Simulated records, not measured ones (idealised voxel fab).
The name of this process module is voxel transistor to metal.
The figure presents cross-section cut, which has a width of 165 nm and is divided into square cells with an edge length of 5 nm.
Bands, listed from the top down, are how a cross-section gets written in this document; the cross-section itself is a grid of square cells, and a band is one or more rows of them. Within each band entry, the heights of the top and of the bottom of the band appear first, in that order and in nm; the materials of the band then follow from left to right, each with its corresponding width in nm. The designation "throughout" on a single material indicates that it fills the band from edge to edge; the designation "blank" indicates empty space. Heights are measured from 0, the level below which the as-received wafer is all one material; the lowest band has no bottom and continues downward, written as in "0..down". The notation "30->40" denotes a width that varies across the rows of cells in the band, beginning at the first number in the top row, finishing at the second number in the bottom row, and changing by an identical amount from each row to the next. What does "nothing changed" mean for a step? It means no cell of the cross-section changed in that step. Closed-off voids: empty space of 8 cells or more with no open way to the top, each as width x height at its distance from the left edge, in nm. after a step's settings: what the simulator itself notes on the step. Steps that use a mask can have "overlay nm" on their line. It says how far the mask sat to the right of where it was meant to be. Negative means to the left.

## Intended process steps
1,RECEIVE with material Si
2,CONFORMAL_DEP with material SiO2, thk nm 5
3,CONFORMAL_DEP with material SiN, thk nm 10
4,DIRECTIONAL_DEP with material aC, thk nm 15
5,PATTERN with tone cover, mask id ACTIVE, material resist, width nm 95, thk nm 30, overlay nm 0
6,DIRECTIONAL_ETCH with etch materials aC, depth nm 15
7,STRIP with etch materials resist
8,DIRECTIONAL_ETCH with etch materials SiN, depth nm 10
9,DIRECTIONAL_ETCH with etch materials SiO2, depth nm 5
10,DIRECTIONAL_ETCH with etch materials Si, depth nm 20
11,STRIP with etch materials aC
12,OXIDIZE with depth nm 5
13,FILL_DEP with material SiO2, thk nm 15
14,CMP with height nm 15
15,SELECTIVE_ETCH with etch materials SiO2, depth nm 5
16,STRIP with etch materials SiN
17,SELECTIVE_ETCH with etch materials SiO2, depth nm 5
18,OXIDIZE with depth nm 5
19,DIRECTIONAL_DEP with material polySi, thk nm 20
20,DIRECTIONAL_DEP with material SiCN, thk nm 15
21,PATTERN with tone cover, mask id GATE, material resist, width nm 15, thk nm 20, overlay nm 0
22,DIRECTIONAL_ETCH with etch materials SiCN, depth nm 25
23,DIRECTIONAL_ETCH with etch materials polySi, depth nm 30
24,STRIP with etch materials resist
25,CONFORMAL_DEP with material SiN, thk nm 5
26,DIRECTIONAL_ETCH with etch materials SiN, depth nm 5
27,DIRECTIONAL_ETCH with etch materials SiO2, depth nm 5
28,EPI with material SiGe, thk nm 5
29,FILL_DEP with material SiO2, thk nm 10
30,CMP with height nm 35
31,DIRECTIONAL_DEP with material SiO2, thk nm 10
32,PATTERN with tone open, mask id CONTACT, material resist, width nm 20, pitch nm 65, thk nm 15, overlay nm 0
33,DIRECTIONAL_ETCH with etch materials SiO2, depth nm 45
34,STRIP with etch materials resist
35,CONFORMAL_DEP with material TiN, thk nm 5
36,FILL_DEP with material Ru, thk nm 5
37,CMP with height nm 45
38,DIRECTIONAL_DEP with material TiN, thk nm 5
39,DIRECTIONAL_DEP with material Ru, thk nm 20
40,MASKED_ETCH with tone cover, mask id METAL_1, width nm 20, pitch nm 65, etch materials Ru, depth nm 20, overlay nm 0
41,MASKED_ETCH with tone cover, mask id METAL_1, width nm 20, pitch nm 65, etch materials TiN, depth nm 5, overlay nm 0
42,FILL_DEP with material SiO2, thk nm 10
43,CMP with height nm 70
44,CONFORMAL_DEP with material SiN, thk nm 5

## First out of two wafers; run went to plan

## Step 1 complete: cross-section of the wafer as received
- 0..down: Si throughout
- Closed-off voids: none

## Wafer xsec, post step 2
- 5..0: SiO2 throughout
- Beneath the level 0, the cross-section is identical to its previous state.

## Wafer xsec, post step 3
- 15..5: SiN throughout
- Beneath the level 5, the cross-section is identical to its previous state.

## Wafer xsec, post step 4
- 30..15: aC throughout
- Beneath the level 15, the cross-section is identical to its previous state.

## Wafer xsec, post step 5
- 60..30: blank 35 nm; resist 95 nm; blank 35 nm
- Beneath the level 30, the cross-section is identical to its previous state.

## Wafer xsec, post step 6
- 45..30: blank 35 nm; resist 95 nm; blank 35 nm
- 30..15: blank 35 nm; aC 95 nm; blank 35 nm
- Beneath the level 15, the cross-section is identical to its previous state.

## Wafer xsec, post step 7
- 30..15: blank 35 nm; aC 95 nm; blank 35 nm
- Beneath the level 15, the cross-section is identical to its previous state.

## Wafer xsec, post step 8
- 30..15: blank 35 nm; aC 95 nm; blank 35 nm
- 15..5: blank 35 nm; SiN 95 nm; blank 35 nm
- Beneath the level 5, the cross-section is identical to its previous state.

## Wafer xsec, post step 9
- 30..15: blank 35 nm; aC 95 nm; blank 35 nm
- 15..5: blank 35 nm; SiN 95 nm; blank 35 nm
- 5..0: blank 35 nm; SiO2 95 nm; blank 35 nm
- Beneath the level 0, the cross-section is identical to its previous state.

## Wafer xsec, post step 10
- 30..15: blank 35 nm; aC 95 nm; blank 35 nm
- 15..5: blank 35 nm; SiN 95 nm; blank 35 nm
- 5..0: blank 35 nm; SiO2 95 nm; blank 35 nm
- 0..-20: blank 35 nm; Si 95 nm; blank 35 nm
- Beneath the level -20, the cross-section is identical to its previous state.

## Wafer xsec, post step 11
- 15..5: blank 35 nm; SiN 95 nm; blank 35 nm
- Beneath the level 5, the cross-section is identical to its previous state.

## Wafer xsec, post step 12
- 15..5: blank 35 nm; SiN 95 nm; blank 35 nm
- 5..0: blank 35 nm; SiO2 95 nm; blank 35 nm
- 0..-20: blank 35 nm; SiO2 5 nm; Si 85 nm; SiO2 5 nm; blank 35 nm
- -20..-25: SiO2 40 nm; Si 85 nm; SiO2 40 nm
- Beneath the level -25, the cross-section is identical to its previous state.

## Wafer xsec, post step 13
- 30..15: SiO2 throughout
- 15..5: SiO2 35 nm; SiN 95 nm; SiO2 35 nm
- 5..0: SiO2 throughout
- 0..-25: SiO2 40 nm; Si 85 nm; SiO2 40 nm
- Beneath the level -25, the cross-section is identical to its previous state.

## Wafer xsec, post step 14
- 15..5: SiO2 35 nm; SiN 95 nm; SiO2 35 nm
- Beneath the level 5, the cross-section is identical to its previous state.

## Wafer xsec, post step 15
- 15..10: blank 35 nm; SiN 95 nm; blank 35 nm
- Beneath the level 10, the cross-section is identical to its previous state.

## Wafer xsec, post step 16
- 10..5: SiO2 35 nm; blank 95 nm; SiO2 35 nm
- Beneath the level 5, the cross-section is identical to its previous state.

## Wafer xsec, post step 17
- 5..0: SiO2 30 nm; blank 105 nm; SiO2 30 nm
- Beneath the level 0, the cross-section is identical to its previous state.

## Wafer xsec, post step 18
- 5..0: SiO2 30 nm; blank 105 nm; SiO2 30 nm
- 0..-5: SiO2 throughout
- Beneath the level -5, the cross-section is identical to its previous state.

## Wafer xsec, post step 19
- 25..20: polySi 30 nm; blank 105 nm; polySi 30 nm
- 20..5: polySi throughout
- 5..0: SiO2 30 nm; polySi 105 nm; SiO2 30 nm
- Beneath the level 0, the cross-section is identical to its previous state.

## Wafer xsec, post step 20
- 40..35: SiCN 30 nm; blank 105 nm; SiCN 30 nm
- 35..25: SiCN throughout
- 25..20: polySi 30 nm; SiCN 105 nm; polySi 30 nm
- Beneath the level 20, the cross-section is identical to its previous state.

## Wafer xsec, post step 21
- 60..40: blank 75 nm; resist 15 nm; blank 75 nm
- 40..35: SiCN 30 nm; blank 45 nm; resist 15 nm; blank 45 nm; SiCN 30 nm
- Beneath the level 35, the cross-section is identical to its previous state.

## Wafer xsec, post step 22
- 60..35: blank 75 nm; resist 15 nm; blank 75 nm
- 35..25: blank 75 nm; SiCN 15 nm; blank 75 nm
- 25..20: polySi 30 nm; blank 45 nm; SiCN 15 nm; blank 45 nm; polySi 30 nm
- Beneath the level 20, the cross-section is identical to its previous state.

## Wafer xsec, post step 23
- 60..35: blank 75 nm; resist 15 nm; blank 75 nm
- 35..20: blank 75 nm; SiCN 15 nm; blank 75 nm
- 20..5: blank 75 nm; polySi 15 nm; blank 75 nm
- 5..0: SiO2 30 nm; blank 45 nm; polySi 15 nm; blank 45 nm; SiO2 30 nm
- Beneath the level 0, the cross-section is identical to its previous state.

## Wafer xsec, post step 24
- 35..20: blank 75 nm; SiCN 15 nm; blank 75 nm
- Beneath the level 20, the cross-section is identical to its previous state.

## Wafer xsec, post step 25
- 40..35: blank 70 nm; SiN 25 nm; blank 70 nm
- 35..20: blank 70 nm; SiN 5 nm; SiCN 15 nm; SiN 5 nm; blank 70 nm
- 20..10: blank 70 nm; SiN 5 nm; polySi 15 nm; SiN 5 nm; blank 70 nm
- 10..5: SiN 35 nm; blank 35 nm; SiN 5 nm; polySi 15 nm; SiN 5 nm; blank 35 nm; SiN 35 nm
- 5..0: SiO2 30 nm; SiN 45 nm; polySi 15 nm; SiN 45 nm; SiO2 30 nm
- Beneath the level 0, the cross-section is identical to its previous state.

## Wafer xsec, post step 26
- 35..20: blank 70 nm; SiN 5 nm; SiCN 15 nm; SiN 5 nm; blank 70 nm
- 20..5: blank 70 nm; SiN 5 nm; polySi 15 nm; SiN 5 nm; blank 70 nm
- 5..0: SiO2 30 nm; SiN 5 nm; blank 35 nm; SiN 5 nm; polySi 15 nm; SiN 5 nm; blank 35 nm; SiN 5 nm; SiO2 30 nm
- Beneath the level 0, the cross-section is identical to its previous state.

## Wafer xsec, post step 27
- 35..20: blank 70 nm; SiN 5 nm; SiCN 15 nm; SiN 5 nm; blank 70 nm
- 20..5: blank 70 nm; SiN 5 nm; polySi 15 nm; SiN 5 nm; blank 70 nm
- 5..0: blank 30 nm; SiN 5 nm; blank 35 nm; SiN 5 nm; polySi 15 nm; SiN 5 nm; blank 35 nm; SiN 5 nm; blank 30 nm
- 0..-5: SiO2 35 nm; blank 35 nm; SiO2 25 nm; blank 35 nm; SiO2 35 nm
- Beneath the level -5, the cross-section is identical to its previous state.

## Wafer xsec, post step 28
- 35..20: blank 70 nm; SiN 5 nm; SiCN 15 nm; SiN 5 nm; blank 70 nm
- 20..5: blank 70 nm; SiN 5 nm; polySi 15 nm; SiN 5 nm; blank 70 nm
- 5..0: blank 30 nm; SiN 5 nm; blank 35 nm; SiN 5 nm; polySi 15 nm; SiN 5 nm; blank 35 nm; SiN 5 nm; blank 30 nm
- 0..-5: SiO2 35 nm; SiGe 35 nm; SiO2 25 nm; SiGe 35 nm; SiO2 35 nm
- Beneath the level -5, the cross-section is identical to its previous state.

## Wafer xsec, post step 29
- 45..35: SiO2 throughout
- 35..20: SiO2 70 nm; SiN 5 nm; SiCN 15 nm; SiN 5 nm; SiO2 70 nm
- 20..5: SiO2 70 nm; SiN 5 nm; polySi 15 nm; SiN 5 nm; SiO2 70 nm
- 5..0: SiO2 30 nm; SiN 5 nm; SiO2 35 nm; SiN 5 nm; polySi 15 nm; SiN 5 nm; SiO2 35 nm; SiN 5 nm; SiO2 30 nm
- Beneath the level 0, the cross-section is identical to its previous state.

## Wafer xsec, post step 30
- 35..20: SiO2 70 nm; SiN 5 nm; SiCN 15 nm; SiN 5 nm; SiO2 70 nm
- Beneath the level 20, the cross-section is identical to its previous state.

## Wafer xsec, post step 31
- 45..35: SiO2 throughout
- Beneath the level 35, the cross-section is identical to its previous state.

## Wafer xsec, post step 32
- 60..45: resist 40 nm; blank 20 nm; resist 45 nm; blank 20 nm; resist 40 nm
- Beneath the level 45, the cross-section is identical to its previous state.

## Wafer xsec, post step 33
- 60..45: resist 40 nm; blank 20 nm; resist 45 nm; blank 20 nm; resist 40 nm
- 45..35: SiO2 40 nm; blank 20 nm; SiO2 45 nm; blank 20 nm; SiO2 40 nm
- 35..20: SiO2 40 nm; blank 20 nm; SiO2 10 nm; SiN 5 nm; SiCN 15 nm; SiN 5 nm; SiO2 10 nm; blank 20 nm; SiO2 40 nm
- 20..5: SiO2 40 nm; blank 20 nm; SiO2 10 nm; SiN 5 nm; polySi 15 nm; SiN 5 nm; SiO2 10 nm; blank 20 nm; SiO2 40 nm
- 5..0: SiO2 30 nm; SiN 5 nm; SiO2 5 nm; blank 20 nm; SiO2 10 nm; SiN 5 nm; polySi 15 nm; SiN 5 nm; SiO2 10 nm; blank 20 nm; SiO2 5 nm; SiN 5 nm; SiO2 30 nm
- Beneath the level 0, the cross-section is identical to its previous state.

## Wafer xsec, post step 34
- 45..35: SiO2 40 nm; blank 20 nm; SiO2 45 nm; blank 20 nm; SiO2 40 nm
- Beneath the level 35, the cross-section is identical to its previous state.

## Wafer xsec, post step 35
- 50..45: TiN 45 nm; blank 10 nm; TiN 55 nm; blank 10 nm; TiN 45 nm
- 45..35: SiO2 40 nm; TiN 5 nm; blank 10 nm; TiN 5 nm; SiO2 45 nm; TiN 5 nm; blank 10 nm; TiN 5 nm; SiO2 40 nm
- 35..20: SiO2 40 nm; TiN 5 nm; blank 10 nm; TiN 5 nm; SiO2 10 nm; SiN 5 nm; SiCN 15 nm; SiN 5 nm; SiO2 10 nm; TiN 5 nm; blank 10 nm; TiN 5 nm; SiO2 40 nm
- 20..5: SiO2 40 nm; TiN 5 nm; blank 10 nm; TiN 5 nm; SiO2 10 nm; SiN 5 nm; polySi 15 nm; SiN 5 nm; SiO2 10 nm; TiN 5 nm; blank 10 nm; TiN 5 nm; SiO2 40 nm
- 5..0: SiO2 30 nm; SiN 5 nm; SiO2 5 nm; TiN 20 nm; SiO2 10 nm; SiN 5 nm; polySi 15 nm; SiN 5 nm; SiO2 10 nm; TiN 20 nm; SiO2 5 nm; SiN 5 nm; SiO2 30 nm
- Beneath the level 0, the cross-section is identical to its previous state.

## Wafer xsec, post step 36
- 55..50: Ru throughout
- 50..45: TiN 45 nm; Ru 10 nm; TiN 55 nm; Ru 10 nm; TiN 45 nm
- 45..35: SiO2 40 nm; TiN 5 nm; Ru 10 nm; TiN 5 nm; SiO2 45 nm; TiN 5 nm; Ru 10 nm; TiN 5 nm; SiO2 40 nm
- 35..20: SiO2 40 nm; TiN 5 nm; Ru 10 nm; TiN 5 nm; SiO2 10 nm; SiN 5 nm; SiCN 15 nm; SiN 5 nm; SiO2 10 nm; TiN 5 nm; Ru 10 nm; TiN 5 nm; SiO2 40 nm
- 20..5: SiO2 40 nm; TiN 5 nm; Ru 10 nm; TiN 5 nm; SiO2 10 nm; SiN 5 nm; polySi 15 nm; SiN 5 nm; SiO2 10 nm; TiN 5 nm; Ru 10 nm; TiN 5 nm; SiO2 40 nm
- Beneath the level 5, the cross-section is identical to its previous state.

## Wafer xsec, post step 37
- 45..35: SiO2 40 nm; TiN 5 nm; Ru 10 nm; TiN 5 nm; SiO2 45 nm; TiN 5 nm; Ru 10 nm; TiN 5 nm; SiO2 40 nm
- Beneath the level 35, the cross-section is identical to its previous state.

## Wafer xsec, post step 38
- 50..45: TiN throughout
- Beneath the level 45, the cross-section is identical to its previous state.

## Wafer xsec, post step 39
- 70..50: Ru throughout
- Beneath the level 50, the cross-section is identical to its previous state.

## Wafer xsec, post step 40
- 70..50: blank 40 nm; Ru 20 nm; blank 45 nm; Ru 20 nm; blank 40 nm
- Beneath the level 50, the cross-section is identical to its previous state.

## Wafer xsec, post step 41
- 70..50: blank 40 nm; Ru 20 nm; blank 45 nm; Ru 20 nm; blank 40 nm
- 50..45: blank 40 nm; TiN 20 nm; blank 45 nm; TiN 20 nm; blank 40 nm
- Beneath the level 45, the cross-section is identical to its previous state.

## Wafer xsec, post step 42
- 80..70: SiO2 throughout
- 70..50: SiO2 40 nm; Ru 20 nm; SiO2 45 nm; Ru 20 nm; SiO2 40 nm
- 50..45: SiO2 40 nm; TiN 20 nm; SiO2 45 nm; TiN 20 nm; SiO2 40 nm
- Beneath the level 45, the cross-section is identical to its previous state.

## Wafer xsec, post step 43
- 70..50: SiO2 40 nm; Ru 20 nm; SiO2 45 nm; Ru 20 nm; SiO2 40 nm
- Beneath the level 50, the cross-section is identical to its previous state.

## Wafer xsec, post step 44
- 75..70: SiN throughout
- Beneath the level 70, the cross-section is identical to its previous state.

## Wafer two. Identical start, identical plan. One mistake in execution. Identical history through step 9

## What the second wafer looks like in cross-section when step 10 should have wrapped up
- 30..15: blank 35 nm; aC 95 nm; blank 35 nm
- 15..5: blank 35 nm; SiN 95 nm; blank 35 nm
- 5..0: blank 35 nm; SiO2 95 nm; blank 35 nm
- 0..-40: blank 35 nm; Si 95 nm; blank 35 nm
- Beneath the level -40, the cross-section is identical to its previous state.

## What the second wafer looks like in cross-section when step 11 should have wrapped up
- 15..5: blank 35 nm; SiN 95 nm; blank 35 nm
- Beneath the level 5, the cross-section is identical to its previous state.

## What the second wafer looks like in cross-section when step 12 should have wrapped up
- 15..5: blank 35 nm; SiN 95 nm; blank 35 nm
- 5..0: blank 35 nm; SiO2 95 nm; blank 35 nm
- 0..-40: blank 35 nm; SiO2 5 nm; Si 85 nm; SiO2 5 nm; blank 35 nm
- -40..-45: SiO2 40 nm; Si 85 nm; SiO2 40 nm
- Beneath the level -45, the cross-section is identical to its previous state.

## What the second wafer looks like in cross-section when step 13 should have wrapped up
- 30..15: SiO2 throughout
- 15..5: SiO2 35 nm; SiN 95 nm; SiO2 35 nm
- 5..0: SiO2 throughout
- 0..-45: SiO2 40 nm; Si 85 nm; SiO2 40 nm
- Beneath the level -45, the cross-section is identical to its previous state.

## What the second wafer looks like in cross-section when step 14 should have wrapped up
- 15..5: SiO2 35 nm; SiN 95 nm; SiO2 35 nm
- Beneath the level 5, the cross-section is identical to its previous state.

## What the second wafer looks like in cross-section when step 15 should have wrapped up
- 15..10: blank 35 nm; SiN 95 nm; blank 35 nm
- Beneath the level 10, the cross-section is identical to its previous state.

## What the second wafer looks like in cross-section when step 16 should have wrapped up
- 10..5: SiO2 35 nm; blank 95 nm; SiO2 35 nm
- Beneath the level 5, the cross-section is identical to its previous state.

## What the second wafer looks like in cross-section when step 17 should have wrapped up
- 5..0: SiO2 30 nm; blank 105 nm; SiO2 30 nm
- Beneath the level 0, the cross-section is identical to its previous state.

## What the second wafer looks like in cross-section when step 18 should have wrapped up
- 5..0: SiO2 30 nm; blank 105 nm; SiO2 30 nm
- 0..-5: SiO2 throughout
- Beneath the level -5, the cross-section is identical to its previous state.

## What the second wafer looks like in cross-section when step 19 should have wrapped up
- 25..20: polySi 30 nm; blank 105 nm; polySi 30 nm
- 20..5: polySi throughout
- 5..0: SiO2 30 nm; polySi 105 nm; SiO2 30 nm
- Beneath the level 0, the cross-section is identical to its previous state.

## What the second wafer looks like in cross-section when step 20 should have wrapped up
- 40..35: SiCN 30 nm; blank 105 nm; SiCN 30 nm
- 35..25: SiCN throughout
- 25..20: polySi 30 nm; SiCN 105 nm; polySi 30 nm
- Beneath the level 20, the cross-section is identical to its previous state.

## What the second wafer looks like in cross-section when step 21 should have wrapped up
- 60..40: blank 75 nm; resist 15 nm; blank 75 nm
- 40..35: SiCN 30 nm; blank 45 nm; resist 15 nm; blank 45 nm; SiCN 30 nm
- Beneath the level 35, the cross-section is identical to its previous state.

## What the second wafer looks like in cross-section when step 22 should have wrapped up
- 60..35: blank 75 nm; resist 15 nm; blank 75 nm
- 35..25: blank 75 nm; SiCN 15 nm; blank 75 nm
- 25..20: polySi 30 nm; blank 45 nm; SiCN 15 nm; blank 45 nm; polySi 30 nm
- Beneath the level 20, the cross-section is identical to its previous state.

## What the second wafer looks like in cross-section when step 23 should have wrapped up
- 60..35: blank 75 nm; resist 15 nm; blank 75 nm
- 35..20: blank 75 nm; SiCN 15 nm; blank 75 nm
- 20..5: blank 75 nm; polySi 15 nm; blank 75 nm
- 5..0: SiO2 30 nm; blank 45 nm; polySi 15 nm; blank 45 nm; SiO2 30 nm
- Beneath the level 0, the cross-section is identical to its previous state.

## What the second wafer looks like in cross-section when step 24 should have wrapped up
- 35..20: blank 75 nm; SiCN 15 nm; blank 75 nm
- Beneath the level 20, the cross-section is identical to its previous state.

## What the second wafer looks like in cross-section when step 25 should have wrapped up
- 40..35: blank 70 nm; SiN 25 nm; blank 70 nm
- 35..20: blank 70 nm; SiN 5 nm; SiCN 15 nm; SiN 5 nm; blank 70 nm
- 20..10: blank 70 nm; SiN 5 nm; polySi 15 nm; SiN 5 nm; blank 70 nm
- 10..5: SiN 35 nm; blank 35 nm; SiN 5 nm; polySi 15 nm; SiN 5 nm; blank 35 nm; SiN 35 nm
- 5..0: SiO2 30 nm; SiN 45 nm; polySi 15 nm; SiN 45 nm; SiO2 30 nm
- Beneath the level 0, the cross-section is identical to its previous state.

## What the second wafer looks like in cross-section when step 26 should have wrapped up
- 35..20: blank 70 nm; SiN 5 nm; SiCN 15 nm; SiN 5 nm; blank 70 nm
- 20..5: blank 70 nm; SiN 5 nm; polySi 15 nm; SiN 5 nm; blank 70 nm
- 5..0: SiO2 30 nm; SiN 5 nm; blank 35 nm; SiN 5 nm; polySi 15 nm; SiN 5 nm; blank 35 nm; SiN 5 nm; SiO2 30 nm
- Beneath the level 0, the cross-section is identical to its previous state.

## What the second wafer looks like in cross-section when step 27 should have wrapped up
- 35..20: blank 70 nm; SiN 5 nm; SiCN 15 nm; SiN 5 nm; blank 70 nm
- 20..5: blank 70 nm; SiN 5 nm; polySi 15 nm; SiN 5 nm; blank 70 nm
- 5..0: blank 30 nm; SiN 5 nm; blank 35 nm; SiN 5 nm; polySi 15 nm; SiN 5 nm; blank 35 nm; SiN 5 nm; blank 30 nm
- 0..-5: SiO2 35 nm; blank 35 nm; SiO2 25 nm; blank 35 nm; SiO2 35 nm
- Beneath the level -5, the cross-section is identical to its previous state.

## What the second wafer looks like in cross-section when step 28 should have wrapped up
- 35..20: blank 70 nm; SiN 5 nm; SiCN 15 nm; SiN 5 nm; blank 70 nm
- 20..5: blank 70 nm; SiN 5 nm; polySi 15 nm; SiN 5 nm; blank 70 nm
- 5..0: blank 30 nm; SiN 5 nm; blank 35 nm; SiN 5 nm; polySi 15 nm; SiN 5 nm; blank 35 nm; SiN 5 nm; blank 30 nm
- 0..-5: SiO2 35 nm; SiGe 35 nm; SiO2 25 nm; SiGe 35 nm; SiO2 35 nm
- Beneath the level -5, the cross-section is identical to its previous state.

## What the second wafer looks like in cross-section when step 29 should have wrapped up
- 45..35: SiO2 throughout
- 35..20: SiO2 70 nm; SiN 5 nm; SiCN 15 nm; SiN 5 nm; SiO2 70 nm
- 20..5: SiO2 70 nm; SiN 5 nm; polySi 15 nm; SiN 5 nm; SiO2 70 nm
- 5..0: SiO2 30 nm; SiN 5 nm; SiO2 35 nm; SiN 5 nm; polySi 15 nm; SiN 5 nm; SiO2 35 nm; SiN 5 nm; SiO2 30 nm
- Beneath the level 0, the cross-section is identical to its previous state.

## What the second wafer looks like in cross-section when step 30 should have wrapped up
- 35..20: SiO2 70 nm; SiN 5 nm; SiCN 15 nm; SiN 5 nm; SiO2 70 nm
- Beneath the level 20, the cross-section is identical to its previous state.

## What the second wafer looks like in cross-section when step 31 should have wrapped up
- 45..35: SiO2 throughout
- Beneath the level 35, the cross-section is identical to its previous state.

## What the second wafer looks like in cross-section when step 32 should have wrapped up
- 60..45: resist 40 nm; blank 20 nm; resist 45 nm; blank 20 nm; resist 40 nm
- Beneath the level 45, the cross-section is identical to its previous state.

## What the second wafer looks like in cross-section when step 33 should have wrapped up
- 60..45: resist 40 nm; blank 20 nm; resist 45 nm; blank 20 nm; resist 40 nm
- 45..35: SiO2 40 nm; blank 20 nm; SiO2 45 nm; blank 20 nm; SiO2 40 nm
- 35..20: SiO2 40 nm; blank 20 nm; SiO2 10 nm; SiN 5 nm; SiCN 15 nm; SiN 5 nm; SiO2 10 nm; blank 20 nm; SiO2 40 nm
- 20..5: SiO2 40 nm; blank 20 nm; SiO2 10 nm; SiN 5 nm; polySi 15 nm; SiN 5 nm; SiO2 10 nm; blank 20 nm; SiO2 40 nm
- 5..0: SiO2 30 nm; SiN 5 nm; SiO2 5 nm; blank 20 nm; SiO2 10 nm; SiN 5 nm; polySi 15 nm; SiN 5 nm; SiO2 10 nm; blank 20 nm; SiO2 5 nm; SiN 5 nm; SiO2 30 nm
- Beneath the level 0, the cross-section is identical to its previous state.

## What the second wafer looks like in cross-section when step 34 should have wrapped up
- 45..35: SiO2 40 nm; blank 20 nm; SiO2 45 nm; blank 20 nm; SiO2 40 nm
- Beneath the level 35, the cross-section is identical to its previous state.

## What the second wafer looks like in cross-section when step 35 should have wrapped up
- 50..45: TiN 45 nm; blank 10 nm; TiN 55 nm; blank 10 nm; TiN 45 nm
- 45..35: SiO2 40 nm; TiN 5 nm; blank 10 nm; TiN 5 nm; SiO2 45 nm; TiN 5 nm; blank 10 nm; TiN 5 nm; SiO2 40 nm
- 35..20: SiO2 40 nm; TiN 5 nm; blank 10 nm; TiN 5 nm; SiO2 10 nm; SiN 5 nm; SiCN 15 nm; SiN 5 nm; SiO2 10 nm; TiN 5 nm; blank 10 nm; TiN 5 nm; SiO2 40 nm
- 20..5: SiO2 40 nm; TiN 5 nm; blank 10 nm; TiN 5 nm; SiO2 10 nm; SiN 5 nm; polySi 15 nm; SiN 5 nm; SiO2 10 nm; TiN 5 nm; blank 10 nm; TiN 5 nm; SiO2 40 nm
- 5..0: SiO2 30 nm; SiN 5 nm; SiO2 5 nm; TiN 20 nm; SiO2 10 nm; SiN 5 nm; polySi 15 nm; SiN 5 nm; SiO2 10 nm; TiN 20 nm; SiO2 5 nm; SiN 5 nm; SiO2 30 nm
- Beneath the level 0, the cross-section is identical to its previous state.

## What the second wafer looks like in cross-section when step 36 should have wrapped up
- 55..50: Ru throughout
- 50..45: TiN 45 nm; Ru 10 nm; TiN 55 nm; Ru 10 nm; TiN 45 nm
- 45..35: SiO2 40 nm; TiN 5 nm; Ru 10 nm; TiN 5 nm; SiO2 45 nm; TiN 5 nm; Ru 10 nm; TiN 5 nm; SiO2 40 nm
- 35..20: SiO2 40 nm; TiN 5 nm; Ru 10 nm; TiN 5 nm; SiO2 10 nm; SiN 5 nm; SiCN 15 nm; SiN 5 nm; SiO2 10 nm; TiN 5 nm; Ru 10 nm; TiN 5 nm; SiO2 40 nm
- 20..5: SiO2 40 nm; TiN 5 nm; Ru 10 nm; TiN 5 nm; SiO2 10 nm; SiN 5 nm; polySi 15 nm; SiN 5 nm; SiO2 10 nm; TiN 5 nm; Ru 10 nm; TiN 5 nm; SiO2 40 nm
- Beneath the level 5, the cross-section is identical to its previous state.

## What the second wafer looks like in cross-section when step 37 should have wrapped up
- 45..35: SiO2 40 nm; TiN 5 nm; Ru 10 nm; TiN 5 nm; SiO2 45 nm; TiN 5 nm; Ru 10 nm; TiN 5 nm; SiO2 40 nm
- Beneath the level 35, the cross-section is identical to its previous state.

## What the second wafer looks like in cross-section when step 38 should have wrapped up
- 50..45: TiN throughout
- Beneath the level 45, the cross-section is identical to its previous state.

## What the second wafer looks like in cross-section when step 39 should have wrapped up
- 70..50: Ru throughout
- Beneath the level 50, the cross-section is identical to its previous state.

## What the second wafer looks like in cross-section when step 40 should have wrapped up
- 70..50: blank 40 nm; Ru 20 nm; blank 45 nm; Ru 20 nm; blank 40 nm
- Beneath the level 50, the cross-section is identical to its previous state.

## What the second wafer looks like in cross-section when step 41 should have wrapped up
- 70..50: blank 40 nm; Ru 20 nm; blank 45 nm; Ru 20 nm; blank 40 nm
- 50..45: blank 40 nm; TiN 20 nm; blank 45 nm; TiN 20 nm; blank 40 nm
- Beneath the level 45, the cross-section is identical to its previous state.

## What the second wafer looks like in cross-section when step 42 should have wrapped up
- 80..70: SiO2 throughout
- 70..50: SiO2 40 nm; Ru 20 nm; SiO2 45 nm; Ru 20 nm; SiO2 40 nm
- 50..45: SiO2 40 nm; TiN 20 nm; SiO2 45 nm; TiN 20 nm; SiO2 40 nm
- Beneath the level 45, the cross-section is identical to its previous state.

## What the second wafer looks like in cross-section when step 43 should have wrapped up
- 70..50: SiO2 40 nm; Ru 20 nm; SiO2 45 nm; Ru 20 nm; SiO2 40 nm
- Beneath the level 50, the cross-section is identical to its previous state.

## What the second wafer looks like in cross-section when step 44 should have wrapped up
- 75..70: SiN throughout
- Beneath the level 70, the cross-section is identical to its previous state.
Processing error: step 10 of the plan was carried out twice
Looking at both finished wafers in cells, the second ends up ahead of or behind the first on some materials: Si -64 | SiO2 +64
